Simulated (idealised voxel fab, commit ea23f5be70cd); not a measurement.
Process module, titled voxel self aligned vias
Square cell edge 5 nm, section width 230 nm, ID cut.
A cross-section is a grid of square cells, given in bands from the top down. A band is one or more rows of cells.
It is stipulated that each band's entry specify, in nanometres, the height of the top of the band and then that of its bottom, followed by the materials of the band in left-to-right sequence, each together with its width in nanometres. A single material marked by the word "full width" is understood to fill the band from edge to edge; the word "air" is understood to denote empty space.
Convention: height 0 is the level below which the wafer, as received, is all one material. The lowest band does not terminate at the bottom but continues downward, represented as "0..down".
The notation "30->40" denotes a width that varies across the rows of cells in the band, beginning at the first number in the top row, finishing at the second number in the bottom row, and changing by an identical amount from each row to the next.
For the purposes of this document, the phrase "remained the same" attached to a step denotes that no cell within the cross-section was modified by that step.
"Closed voids list" contains a list of empty spaces, each no smaller than 8 cells and without an open way to the top, written in the form width x height at distance with the distance from the left edge and all three in nm.
Read whatever lies past the settings on a step's line as the simulator's own remark about the step.
Among the settings permitted on a step's line is "overlay nm"; applied to a step with a mask, it specifies the extent to which the mask lay to the right of its planned position, whereas a negative figure signifies a position to the left.

Steps in the process plan:
- 1: RECEIVE: material Si
- 2: CONFORMAL_DEP: material SiO2, thk nm 10
- 3: CONFORMAL_DEP: material SiCN, thk nm 5
- 4: DIRECTIONAL_DEP: material SiO2, thk nm 30
- 5: DIRECTIONAL_DEP: material aC, thk nm 10
- 6: PATTERN: tone open, mask id LINES, material resist, width nm 30, pitch nm 55, thk nm 30, overlay nm 0
- 7: DIRECTIONAL_ETCH: etch materials aC, depth nm 10
- 8: STRIP: etch materials resist
- 9: DIRECTIONAL_ETCH: etch materials SiO2, depth nm 30
- 10: STRIP: etch materials aC
- 11: CONFORMAL_DEP: material TiN, thk nm 5
- 12: FILL_DEP: material Ru, thk nm 5
- 13: CMP: height nm 45
- 14: SELECTIVE_ETCH: etch materials W Ru TiN, depth nm 10
- 15: FILL_DEP: material SiN, thk nm 10
- 16: CMP: height nm 45
- 17: DIRECTIONAL_DEP: material SiO2, thk nm 15
- 18: DIRECTIONAL_DEP: material aC, thk nm 10
- 19: PATTERN: tone open, mask id VIAS, material resist, width nm 40, thk nm 30, overlay nm 0
- 20: DIRECTIONAL_ETCH: etch materials aC, depth nm 10
- 21: STRIP: etch materials resist
- 22: DIRECTIONAL_ETCH: etch materials SiO2, depth nm 15
- 23: DIRECTIONAL_ETCH: etch materials SiN, depth nm 10
- 24: STRIP: etch materials aC
- 25: CONFORMAL_DEP: material TiN, thk nm 5
- 26: FILL_DEP: material Cu, thk nm 5
- 27: CMP: height nm 60
- 28: CONFORMAL_DEP: material SiN, thk nm 5

Cross-section of the wafer at receipt, which is the condition after step 1:
0..down | Si full width
Closed voids list: none

Post-module cross-section: identical start and plan to those above, one misstep in execution:
65..60 | SiN full width
60..50 | SiO2 (65); TiN (5); Cu (30); TiN (5); SiO2 (125)
50..45 | SiO2 (65); TiN (10); Cu (25); TiN (5); SiO2 (125)
45..40 | SiO2 (70); TiN (5); Cu (25); TiN (5); SiO2 (20); SiN (35); SiO2 (70)
40..35 | SiO2 (70); TiN (35); SiO2 (20); SiN (35); SiO2 (70)
35..20 | SiO2 (70); TiN (5); Ru (25); TiN (5); SiO2 (20); TiN (5); Ru (25); TiN (5); SiO2 (70)
20..15 | SiO2 (70); TiN (35); SiO2 (20); TiN (35); SiO2 (70)
15..10 | SiCN full width
10..0 | SiO2 full width
0..down | Si full width
Closed voids list: none
what went wrong: step 6 changed vs plan, executed as PATTERN: tone open, mask id LINES, material resist, width nm 35, pitch nm 55, thk nm 30, overlay nm 0
